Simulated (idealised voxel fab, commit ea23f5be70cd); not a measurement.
Process module heading - voxel self aligned contacts
In the cross-section labelled cut, the width is 215 nm and each square cell is 5 nm.
When this document writes out a cross-section, it uses a grid of square cells and lists it as bands, beginning at the top and moving down, with a band standing for one or more rows of cells. The band entry comprises the height of the band's top followed by the height of its bottom, expressed in nm, and subsequently the band's materials from left to right, each stated together with its width in nm. Where a single material is marked with the word "edge to edge", that material fills the band from edge to edge. The word "blank" represents empty space. Zero point of the height axis is 0; under it, received wafer = one material. Lowest band: continues down indefinitely, "z 0 and below". Quick explanation for "30 to 40": the width changes in equal steps down the rows of cells, from the first number in the band's top row to the second number in its bottom row. For the purposes of this document, the phrase "no modification" attached to a step denotes that no cell within the cross-section was modified by that step. Any empty space of 8 cells or more lacking an open way to the top shows up in "Closed cavity list" as width x height at distance, distance from the left edge, in nm. On each step's line, the part that comes after the settings is the simulator's own comment on the step. "overlay nm" on a masked step: distance the mask lay right of its planned place, negative for left.

[Listed below are the process steps as planned]
1 RECEIVE,material Si
2 OXIDIZE,depth nm 5
3 DIRECTIONAL_DEP,material polySi,thk nm 20
4 DIRECTIONAL_DEP,material SiN,thk nm 15
5 DIRECTIONAL_DEP,material aC,thk nm 15
6 PATTERN,tone cover,mask id GATE,material resist,width nm 30,pitch nm 65,thk nm 30,overlay nm 0
7 DIRECTIONAL_ETCH,etch materials aC,depth nm 15
8 STRIP,etch materials resist
9 DIRECTIONAL_ETCH,etch materials SiN,depth nm 15
10 DIRECTIONAL_ETCH,etch materials polySi,depth nm 20
11 STRIP,etch materials aC
12 CONFORMAL_DEP,material SiN,thk nm 5
13 DIRECTIONAL_ETCH,etch materials SiN,depth nm 5
14 FILL_DEP,material SiO2,thk nm 15
15 CMP,height nm 45
16 DIRECTIONAL_DEP,material aC,thk nm 10
17 PATTERN,tone open,mask id CONTACT,material resist,width nm 45,pitch nm 65,thk nm 25,overlay nm 0
18 DIRECTIONAL_ETCH,etch materials aC,depth nm 10
19 STRIP,etch materials resist
20 DIRECTIONAL_ETCH,etch materials SiO2,depth nm 50
21 STRIP,etch materials aC
22 CONFORMAL_DEP,material TiN,thk nm 5
23 FILL_DEP,material W,thk nm 5
24 CMP,height nm 45
25 CONFORMAL_DEP,material SiN,thk nm 5

[Here's what the wafer looked like in cross-section when it arrived - that's after step 1]
	z 0 and below: Si edge to edge
	Closed cavity list: none

[Cross-sectional view of the first of the two wafers upon completion of the module, processed in accordance with the plan]
	z 50 to 45: SiN edge to edge
	z 45 to 35: SiO2 50 nm; TiN 5 to 15 nm; W 35 to 15 nm; TiN 5 to 15 nm; SiO2 20 nm; TiN 5 to 15 nm; W 35 to 15 nm; TiN 5 to 15 nm; SiO2 55 nm
	z 35 to 20: SiO2 20 nm; SiN 40 nm; TiN 5 nm; W 15 nm; TiN 5 nm; SiN 40 nm; TiN 5 nm; W 15 nm; TiN 5 nm; SiN 40 nm; SiO2 25 nm
	z 20 to 0: SiO2 20 nm; SiN 5 nm; polySi 30 nm; SiN 5 nm; TiN 5 nm; W 15 nm; TiN 5 nm; SiN 5 nm; polySi 30 nm; SiN 5 nm; TiN 5 nm; W 15 nm; TiN 5 nm; SiN 5 nm; polySi 30 nm; SiN 5 nm; SiO2 25 nm
	z 0 to -5: SiO2 60 nm; TiN 25 nm; SiO2 40 nm; TiN 25 nm; SiO2 65 nm
	z -5 and below: Si edge to edge
	Closed cavity list: none

[This cross-section belongs to the second wafer of two at the end of the module; the start and the plan were shared with the first, and the run included one mistake]
	z 50 to 45: SiN edge to edge
	z 45 to 40: SiO2 20 nm; SiN 40 nm; TiN 5 nm; W 15 nm; TiN 5 nm; SiN 40 nm; TiN 5 nm; W 15 nm; TiN 5 nm; SiN 40 nm; SiO2 25 nm
	z 40 to 35: SiO2 20 nm; SiN 40 nm; TiN 25 nm; SiN 40 nm; TiN 25 nm; SiN 40 nm; SiO2 25 nm
	z 35 to 20: SiN edge to edge
	z 20 to 0: polySi edge to edge
	z 0 to -5: SiO2 edge to edge
	z -5 and below: Si edge to edge
	Closed cavity list: none
Plan not followed: yeah, plan step 4 got run twice
Heads up, by the end the second wafer has more or fewer cells of some materials compared to the first: +81 SiN, -85 SiO2, -40 TiN, -56 W, +100 polySi
